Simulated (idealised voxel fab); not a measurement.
process module | voxel transistor to metal
cross-section cut | 145 nm wide | cells 5 nm
A cross-section is a grid of square cells, given in bands from the top down. A band is one or more rows of cells.
Each band's line starts with the height of the band's top and of its bottom, in nm. Then come its materials from left to right, each with its width in nm. One material with "throughout" fills the band from edge to edge. "air" is empty space.
Height 0 is the level under which the wafer as received is all one material. The lowest band goes on downwards, as in "0 down".
A width such as "30 to 40" changes by the same amount from each row of cells to the next, from the band's top row to its bottom row.
"no change" after a step means that no cell of the cross-section changed.
closed voids: empty space of 8 cells or more with no open way to the top, each as width x height at its distance from the left edge, in nm
after a step's settings: what the simulator itself notes on the step
overlay nm, on a step with a mask: how far to the right of its planned place the mask lay; to the left if negative
plan
1 op RECEIVE | material Si
2 op OXIDIZE | depth nm 5
3 op CONFORMAL_DEP | material SiN | thk nm 10
4 op PATTERN | tone cover | mask id ACTIVE | material resist | width nm 85 | thk nm 15 | overlay nm 0
5 op DIRECTIONAL_ETCH | etch materials SiN | depth nm 10
6 op DIRECTIONAL_ETCH | etch materials SiO2 | depth nm 5
7 op DIRECTIONAL_ETCH | etch materials Si | depth nm 25
8 op STRIP | etch materials resist
9 op FILL_DEP | material SiO2 | thk nm 5
10 op CMP | height nm 10
11 op SELECTIVE_ETCH | etch materials SiO2 | depth nm 5
12 op STRIP | etch materials SiN
13 op SELECTIVE_ETCH | etch materials SiO2 | depth nm 5
14 op OXIDIZE | depth nm 5
15 op DIRECTIONAL_DEP | material polySi | thk nm 25
16 op DIRECTIONAL_DEP | material SiCN | thk nm 15
17 op MASKED_ETCH | tone cover | mask id GATE | width nm 15 | etch materials SiCN | depth nm 25 | overlay nm 0
18 op MASKED_ETCH | tone cover | mask id GATE | width nm 15 | etch materials polySi | depth nm 35 | overlay nm 0
19 op CONFORMAL_DEP | material SiO2 | thk nm 5
20 op DIRECTIONAL_ETCH | etch materials SiO2 | depth nm 5
21 op CONFORMAL_DEP | material SiN | thk nm 10
22 op DIRECTIONAL_ETCH | etch materials SiN | depth nm 10
23 op DIRECTIONAL_ETCH | etch materials SiO2 | depth nm 5
24 op DIRECTIONAL_ETCH | etch materials Si | depth nm 5
25 op EPI | material SiGe | thk nm 5
26 op FILL_DEP | material SiO2 | thk nm 10
27 op CMP | height nm 35
28 op DIRECTIONAL_DEP | material SiO2 | thk nm 15
29 op PATTERN | tone open | mask id CONTACT | material resist | width nm 25 | pitch nm 50 | thk nm 15 | overlay nm 0
30 op DIRECTIONAL_ETCH | etch materials SiO2 | depth nm 55
31 op STRIP | etch materials resist
32 op CONFORMAL_DEP | material TiN | thk nm 5
33 op FILL_DEP | material W | thk nm 5
34 op CMP | height nm 50
35 op DIRECTIONAL_DEP | material TiN | thk nm 5
36 op DIRECTIONAL_DEP | material W | thk nm 25
37 op MASKED_ETCH | tone cover | mask id METAL_1 | width nm 15 | pitch nm 60 | etch materials W | depth nm 25 | overlay nm 0
38 op MASKED_ETCH | tone cover | mask id METAL_1 | width nm 15 | pitch nm 60 | etch materials TiN | depth nm 5 | overlay nm 0
39 op CONFORMAL_DEP | material SiCN | thk nm 5
40 op FILL_DEP | material SiO2 | thk nm 10
41 op CMP | height nm 80
42 op CONFORMAL_DEP | material SiCN | thk nm 5
first wafer, as planned
as received, after step 1
  0 down: Si throughout
  closed voids: none
after step 2
  0 to -5: SiO2 throughout
  below -5: unchanged
after step 3
  10 to 0: SiN throughout
  below 0: unchanged
after step 4
  25 to 10: air 30 | resist 85 | air 30
  below 10: unchanged
after step 5
  25 to 10: air 30 | resist 85 | air 30
  10 to 0: air 30 | SiN 85 | air 30
  below 0: unchanged
after step 6
  25 to 10: air 30 | resist 85 | air 30
  10 to 0: air 30 | SiN 85 | air 30
  0 to -5: air 30 | SiO2 85 | air 30
  below -5: unchanged
after step 7
  25 to 10: air 30 | resist 85 | air 30
  10 to 0: air 30 | SiN 85 | air 30
  0 to -5: air 30 | SiO2 85 | air 30
  -5 to -30: air 30 | Si 85 | air 30
  below -30: unchanged
after step 8
  10 to 0: air 30 | SiN 85 | air 30
  below 0: unchanged
after step 9
  15 to 10: SiO2 throughout
  10 to 0: SiO2 30 | SiN 85 | SiO2 30
  0 to -5: SiO2 throughout
  -5 to -30: SiO2 30 | Si 85 | SiO2 30
  below -30: unchanged
after step 10
  10 to 0: SiO2 30 | SiN 85 | SiO2 30
  below 0: unchanged
after step 11
  10 to 5: air 30 | SiN 85 | air 30
  below 5: unchanged
after step 12
  5 to 0: SiO2 30 | air 85 | SiO2 30
  below 0: unchanged
after step 13
  0 to -5: SiO2 25 | air 95 | SiO2 25
  below -5: unchanged
after step 14
  0 to -5: SiO2 25 | air 95 | SiO2 25
  -5 to -10: SiO2 throughout
  below -10: unchanged
after step 15
  25 to 20: polySi 25 | air 95 | polySi 25
  20 to 0: polySi throughout
  0 to -5: SiO2 25 | polySi 95 | SiO2 25
  below -5: unchanged
after step 16
  40 to 35: SiCN 25 | air 95 | SiCN 25
  35 to 25: SiCN throughout
  25 to 20: polySi 25 | SiCN 95 | polySi 25
  below 20: unchanged
after step 17
  35 to 25: air 65 | SiCN 15 | air 65
  25 to 20: polySi 25 | air 40 | SiCN 15 | air 40 | polySi 25
  below 20: unchanged
after step 18
  35 to 20: air 65 | SiCN 15 | air 65
  20 to 0: air 65 | polySi 15 | air 65
  0 to -5: SiO2 25 | air 40 | polySi 15 | air 40 | SiO2 25
  below -5: unchanged
after step 19
  40 to 35: air 60 | SiO2 25 | air 60
  35 to 20: air 60 | SiO2 5 | SiCN 15 | SiO2 5 | air 60
  20 to 5: air 60 | SiO2 5 | polySi 15 | SiO2 5 | air 60
  5 to 0: SiO2 30 | air 30 | SiO2 5 | polySi 15 | SiO2 5 | air 30 | SiO2 30
  0 to -5: SiO2 65 | polySi 15 | SiO2 65
  below -5: unchanged
after step 20
  35 to 20: air 60 | SiO2 5 | SiCN 15 | SiO2 5 | air 60
  20 to 0: air 60 | SiO2 5 | polySi 15 | SiO2 5 | air 60
  0 to -5: SiO2 30 | air 30 | SiO2 5 | polySi 15 | SiO2 5 | air 30 | SiO2 30
  below -5: unchanged
after step 21
  45 to 35: air 50 | SiN 45 | air 50
  35 to 20: air 50 | SiN 10 | SiO2 5 | SiCN 15 | SiO2 5 | SiN 10 | air 50
  20 to 10: air 50 | SiN 10 | SiO2 5 | polySi 15 | SiO2 5 | SiN 10 | air 50
  10 to 5: SiN 40 | air 10 | SiN 10 | SiO2 5 | polySi 15 | SiO2 5 | SiN 10 | air 10 | SiN 40
  5 to 0: SiN 60 | SiO2 5 | polySi 15 | SiO2 5 | SiN 60
  0 to -5: SiO2 30 | SiN 30 | SiO2 5 | polySi 15 | SiO2 5 | SiN 30 | SiO2 30
  below -5: unchanged
after step 22
  35 to 20: air 50 | SiN 10 | SiO2 5 | SiCN 15 | SiO2 5 | SiN 10 | air 50
  20 to 0: air 50 | SiN 10 | SiO2 5 | polySi 15 | SiO2 5 | SiN 10 | air 50
  0 to -5: SiO2 30 | SiN 10 | air 10 | SiN 10 | SiO2 5 | polySi 15 | SiO2 5 | SiN 10 | air 10 | SiN 10 | SiO2 30
  below -5: unchanged
after step 23
  35 to 30: air 50 | SiN 10 | air 5 | SiCN 15 | air 5 | SiN 10 | air 50
  30 to 20: air 50 | SiN 10 | SiO2 5 | SiCN 15 | SiO2 5 | SiN 10 | air 50
  20 to 0: air 50 | SiN 10 | SiO2 5 | polySi 15 | SiO2 5 | SiN 10 | air 50
  0 to -5: air 30 | SiN 10 | air 10 | SiN 10 | SiO2 5 | polySi 15 | SiO2 5 | SiN 10 | air 10 | SiN 10 | air 30
  -5 to -10: SiO2 40 | air 10 | SiO2 45 | air 10 | SiO2 40
  below -10: unchanged
after step 24
  35 to 30: air 50 | SiN 10 | air 5 | SiCN 15 | air 5 | SiN 10 | air 50
  30 to 20: air 50 | SiN 10 | SiO2 5 | SiCN 15 | SiO2 5 | SiN 10 | air 50
  20 to 0: air 50 | SiN 10 | SiO2 5 | polySi 15 | SiO2 5 | SiN 10 | air 50
  0 to -5: air 30 | SiN 10 | air 10 | SiN 10 | SiO2 5 | polySi 15 | SiO2 5 | SiN 10 | air 10 | SiN 10 | air 30
  -5 to -10: SiO2 40 | air 10 | SiO2 45 | air 10 | SiO2 40
  -10 to -15: SiO2 30 | Si 10 | air 10 | Si 45 | air 10 | Si 10 | SiO2 30
  below -15: unchanged
after step 25
  35 to 30: air 50 | SiN 10 | air 5 | SiCN 15 | air 5 | SiN 10 | air 50
  30 to 20: air 50 | SiN 10 | SiO2 5 | SiCN 15 | SiO2 5 | SiN 10 | air 50
  20 to 0: air 50 | SiN 10 | SiO2 5 | polySi 15 | SiO2 5 | SiN 10 | air 50
  0 to -5: air 30 | SiN 10 | air 10 | SiN 10 | SiO2 5 | polySi 15 | SiO2 5 | SiN 10 | air 10 | SiN 10 | air 30
  -5 to -10: SiO2 40 | SiGe 10 | SiO2 45 | SiGe 10 | SiO2 40
  -10 to -15: SiO2 30 | Si 10 | SiGe 10 | Si 45 | SiGe 10 | Si 10 | SiO2 30
  below -15: unchanged
after step 26
  45 to 35: SiO2 throughout
  35 to 20: SiO2 50 | SiN 10 | SiO2 5 | SiCN 15 | SiO2 5 | SiN 10 | SiO2 50
  20 to 0: SiO2 50 | SiN 10 | SiO2 5 | polySi 15 | SiO2 5 | SiN 10 | SiO2 50
  0 to -5: SiO2 30 | SiN 10 | SiO2 10 | SiN 10 | SiO2 5 | polySi 15 | SiO2 5 | SiN 10 | SiO2 10 | SiN 10 | SiO2 30
  below -5: unchanged
after step 27
  35 to 20: SiO2 50 | SiN 10 | SiO2 5 | SiCN 15 | SiO2 5 | SiN 10 | SiO2 50
  below 20: unchanged
after step 28
  50 to 35: SiO2 throughout
  below 35: unchanged
after step 29
  65 to 50: resist 35 | air 25 | resist 25 | air 25 | resist 35
  below 50: unchanged
after step 30
  65 to 50: resist 35 | air 25 | resist 25 | air 25 | resist 35
  50 to 35: SiO2 35 | air 25 | SiO2 25 | air 25 | SiO2 35
  35 to 20: SiO2 35 | air 15 | SiN 10 | SiO2 5 | SiCN 15 | SiO2 5 | SiN 10 | air 15 | SiO2 35
  20 to 0: SiO2 35 | air 15 | SiN 10 | SiO2 5 | polySi 15 | SiO2 5 | SiN 10 | air 15 | SiO2 35
  0 to -5: SiO2 30 | SiN 10 | air 10 | SiN 10 | SiO2 5 | polySi 15 | SiO2 5 | SiN 10 | air 10 | SiN 10 | SiO2 30
  below -5: unchanged
after step 31
  50 to 35: SiO2 35 | air 25 | SiO2 25 | air 25 | SiO2 35
  below 35: unchanged
after step 32
  55 to 50: TiN 40 | air 15 | TiN 35 | air 15 | TiN 40
  50 to 40: SiO2 35 | TiN 5 | air 15 | TiN 5 | SiO2 25 | TiN 5 | air 15 | TiN 5 | SiO2 35
  40 to 35: SiO2 35 | TiN 5 | air 5 | TiN 15 | SiO2 25 | TiN 15 | air 5 | TiN 5 | SiO2 35
  35 to 20: SiO2 35 | TiN 5 | air 5 | TiN 5 | SiN 10 | SiO2 5 | SiCN 15 | SiO2 5 | SiN 10 | TiN 5 | air 5 | TiN 5 | SiO2 35
  20 to 5: SiO2 35 | TiN 5 | air 5 | TiN 5 | SiN 10 | SiO2 5 | polySi 15 | SiO2 5 | SiN 10 | TiN 5 | air 5 | TiN 5 | SiO2 35
  5 to 0: SiO2 35 | TiN 15 | SiN 10 | SiO2 5 | polySi 15 | SiO2 5 | SiN 10 | TiN 15 | SiO2 35
  0 to -5: SiO2 30 | SiN 10 | TiN 10 | SiN 10 | SiO2 5 | polySi 15 | SiO2 5 | SiN 10 | TiN 10 | SiN 10 | SiO2 30
  below -5: unchanged
after step 33
  60 to 55: W throughout
  55 to 50: TiN 40 | W 15 | TiN 35 | W 15 | TiN 40
  50 to 40: SiO2 35 | TiN 5 | W 15 | TiN 5 | SiO2 25 | TiN 5 | W 15 | TiN 5 | SiO2 35
  40 to 35: SiO2 35 | TiN 5 | W 5 | TiN 15 | SiO2 25 | TiN 15 | W 5 | TiN 5 | SiO2 35
  35 to 20: SiO2 35 | TiN 5 | W 5 | TiN 5 | SiN 10 | SiO2 5 | SiCN 15 | SiO2 5 | SiN 10 | TiN 5 | W 5 | TiN 5 | SiO2 35
  20 to 5: SiO2 35 | TiN 5 | W 5 | TiN 5 | SiN 10 | SiO2 5 | polySi 15 | SiO2 5 | SiN 10 | TiN 5 | W 5 | TiN 5 | SiO2 35
  below 5: unchanged
after step 34
  50 to 40: SiO2 35 | TiN 5 | W 15 | TiN 5 | SiO2 25 | TiN 5 | W 15 | TiN 5 | SiO2 35
  below 40: unchanged
after step 35
  55 to 50: TiN throughout
  below 50: unchanged
after step 36
  80 to 55: W throughout
  below 55: unchanged
after step 37
  80 to 55: air 35 | W 15 | air 45 | W 15 | air 35
  below 55: unchanged
after step 38
  80 to 55: air 35 | W 15 | air 45 | W 15 | air 35
  55 to 50: air 35 | TiN 15 | air 45 | TiN 15 | air 35
  below 50: unchanged
after step 39
  85 to 80: air 30 | SiCN 25 | air 35 | SiCN 25 | air 30
  80 to 55: air 30 | SiCN 5 | W 15 | SiCN 5 | air 35 | SiCN 5 | W 15 | SiCN 5 | air 30
  55 to 50: SiCN 35 | TiN 15 | SiCN 45 | TiN 15 | SiCN 35
  below 50: unchanged
after step 40
  95 to 85: SiO2 throughout
  85 to 80: SiO2 30 | SiCN 25 | SiO2 35 | SiCN 25 | SiO2 30
  80 to 55: SiO2 30 | SiCN 5 | W 15 | SiCN 5 | SiO2 35 | SiCN 5 | W 15 | SiCN 5 | SiO2 30
  below 55: unchanged
after step 41
  80 to 55: SiO2 30 | SiCN 5 | W 15 | SiCN 5 | SiO2 35 | SiCN 5 | W 15 | SiCN 5 | SiO2 30
  below 55: unchanged
after step 42
  85 to 80: SiCN throughout
  below 80: unchanged
second wafer: like start, like plan, one mistake. Through step 18 it matches the first wafer
when step 19 should have ended: no change
when step 20 should have ended
  35 to 20: air 65 | SiCN 15 | air 65
  20 to -5: air 65 | polySi 15 | air 65
  -5 to -10: SiO2 25 | air 40 | SiO2 15 | air 40 | SiO2 25
  below -10: unchanged
when step 21 should have ended
  45 to 35: air 55 | SiN 35 | air 55
  35 to 20: air 55 | SiN 10 | SiCN 15 | SiN 10 | air 55
  20 to 5: air 55 | SiN 10 | polySi 15 | SiN 10 | air 55
  5 to 0: SiN 35 | air 20 | SiN 10 | polySi 15 | SiN 10 | air 20 | SiN 35
  0 to -5: SiN 65 | polySi 15 | SiN 65
  -5 to -10: SiO2 25 | SiN 40 | SiO2 15 | SiN 40 | SiO2 25
  below -10: unchanged
when step 22 should have ended
  35 to 20: air 55 | SiN 10 | SiCN 15 | SiN 10 | air 55
  20 to -5: air 55 | SiN 10 | polySi 15 | SiN 10 | air 55
  -5 to -10: SiO2 25 | SiN 10 | air 20 | SiN 10 | SiO2 15 | SiN 10 | air 20 | SiN 10 | SiO2 25
  below -10: unchanged
when step 23 should have ended
  35 to 20: air 55 | SiN 10 | SiCN 15 | SiN 10 | air 55
  20 to -5: air 55 | SiN 10 | polySi 15 | SiN 10 | air 55
  -5 to -10: air 25 | SiN 10 | air 20 | SiN 10 | SiO2 15 | SiN 10 | air 20 | SiN 10 | air 25
  below -10: unchanged
when step 24 should have ended
  35 to 20: air 55 | SiN 10 | SiCN 15 | SiN 10 | air 55
  20 to -5: air 55 | SiN 10 | polySi 15 | SiN 10 | air 55
  -5 to -10: air 25 | SiN 10 | air 20 | SiN 10 | SiO2 15 | SiN 10 | air 20 | SiN 10 | air 25
  -10 to -15: SiO2 30 | Si 5 | air 20 | Si 35 | air 20 | Si 5 | SiO2 30
  below -15: unchanged
when step 25 should have ended
  35 to 20: air 55 | SiN 10 | SiCN 15 | SiN 10 | air 55
  20 to -5: air 55 | SiN 10 | polySi 15 | SiN 10 | air 55
  -5 to -10: air 25 | SiN 10 | SiGe 5 | air 10 | SiGe 5 | SiN 10 | SiO2 15 | SiN 10 | SiGe 5 | air 10 | SiGe 5 | SiN 10 | air 25
  -10 to -15: SiO2 30 | Si 5 | SiGe 20 | Si 35 | SiGe 20 | Si 5 | SiO2 30
  below -15: unchanged
when step 26 should have ended
  45 to 35: SiO2 throughout
  35 to 20: SiO2 55 | SiN 10 | SiCN 15 | SiN 10 | SiO2 55
  20 to -5: SiO2 55 | SiN 10 | polySi 15 | SiN 10 | SiO2 55
  -5 to -10: SiO2 25 | SiN 10 | SiGe 5 | SiO2 10 | SiGe 5 | SiN 10 | SiO2 15 | SiN 10 | SiGe 5 | SiO2 10 | SiGe 5 | SiN 10 | SiO2 25
  below -10: unchanged
when step 27 should have ended
  35 to 20: SiO2 55 | SiN 10 | SiCN 15 | SiN 10 | SiO2 55
  below 20: unchanged
when step 28 should have ended
  50 to 35: SiO2 throughout
  below 35: unchanged
when step 29 should have ended
  65 to 50: resist 35 | air 25 | resist 25 | air 25 | resist 35
  below 50: unchanged
when step 30 should have ended
  65 to 50: resist 35 | air 25 | resist 25 | air 25 | resist 35
  50 to 35: SiO2 35 | air 25 | SiO2 25 | air 25 | SiO2 35
  35 to 20: SiO2 35 | air 20 | SiN 10 | SiCN 15 | SiN 10 | air 20 | SiO2 35
  20 to -5: SiO2 35 | air 20 | SiN 10 | polySi 15 | SiN 10 | air 20 | SiO2 35
  below -5: unchanged
when step 31 should have ended
  50 to 35: SiO2 35 | air 25 | SiO2 25 | air 25 | SiO2 35
  below 35: unchanged
when step 32 should have ended
  55 to 50: TiN 40 | air 15 | TiN 35 | air 15 | TiN 40
  50 to 40: SiO2 35 | TiN 5 | air 15 | TiN 5 | SiO2 25 | TiN 5 | air 15 | TiN 5 | SiO2 35
  40 to 35: SiO2 35 | TiN 5 | air 10 | TiN 10 | SiO2 25 | TiN 10 | air 10 | TiN 5 | SiO2 35
  35 to 20: SiO2 35 | TiN 5 | air 10 | TiN 5 | SiN 10 | SiCN 15 | SiN 10 | TiN 5 | air 10 | TiN 5 | SiO2 35
  20 to 0: SiO2 35 | TiN 5 | air 10 | TiN 5 | SiN 10 | polySi 15 | SiN 10 | TiN 5 | air 10 | TiN 5 | SiO2 35
  0 to -5: SiO2 35 | TiN 20 | SiN 10 | polySi 15 | SiN 10 | TiN 20 | SiO2 35
  below -5: unchanged
when step 33 should have ended
  60 to 55: W throughout
  55 to 50: TiN 40 | W 15 | TiN 35 | W 15 | TiN 40
  50 to 40: SiO2 35 | TiN 5 | W 15 | TiN 5 | SiO2 25 | TiN 5 | W 15 | TiN 5 | SiO2 35
  40 to 35: SiO2 35 | TiN 5 | W 10 | TiN 10 | SiO2 25 | TiN 10 | W 10 | TiN 5 | SiO2 35
  35 to 20: SiO2 35 | TiN 5 | W 10 | TiN 5 | SiN 10 | SiCN 15 | SiN 10 | TiN 5 | W 10 | TiN 5 | SiO2 35
  20 to 0: SiO2 35 | TiN 5 | W 10 | TiN 5 | SiN 10 | polySi 15 | SiN 10 | TiN 5 | W 10 | TiN 5 | SiO2 35
  below 0: unchanged
when step 34 should have ended
  50 to 40: SiO2 35 | TiN 5 | W 15 | TiN 5 | SiO2 25 | TiN 5 | W 15 | TiN 5 | SiO2 35
  below 40: unchanged
when step 35 should have ended
  55 to 50: TiN throughout
  below 50: unchanged
when step 36 should have ended
  80 to 55: W throughout
  below 55: unchanged
when step 37 should have ended
  80 to 55: air 35 | W 15 | air 45 | W 15 | air 35
  below 55: unchanged
when step 38 should have ended
  80 to 55: air 35 | W 15 | air 45 | W 15 | air 35
  55 to 50: air 35 | TiN 15 | air 45 | TiN 15 | air 35
  below 50: unchanged
when step 39 should have ended
  85 to 80: air 30 | SiCN 25 | air 35 | SiCN 25 | air 30
  80 to 55: air 30 | SiCN 5 | W 15 | SiCN 5 | air 35 | SiCN 5 | W 15 | SiCN 5 | air 30
  55 to 50: SiCN 35 | TiN 15 | SiCN 45 | TiN 15 | SiCN 35
  below 50: unchanged
when step 40 should have ended
  95 to 85: SiO2 throughout
  85 to 80: SiO2 30 | SiCN 25 | SiO2 35 | SiCN 25 | SiO2 30
  80 to 55: SiO2 30 | SiCN 5 | W 15 | SiCN 5 | SiO2 35 | SiCN 5 | W 15 | SiCN 5 | SiO2 30
  below 55: unchanged
when step 41 should have ended
  80 to 55: SiO2 30 | SiCN 5 | W 15 | SiCN 5 | SiO2 35 | SiCN 5 | W 15 | SiCN 5 | SiO2 30
  below 55: unchanged
when step 42 should have ended
  85 to 80: SiCN throughout
  below 80: unchanged
what went wrong: step 19 was left out
at the end the second wafer has, in cells: 4 fewer of Si | 4 more of SiGe | 4 more of SiN | 22 fewer of SiO2 | 18 more of W
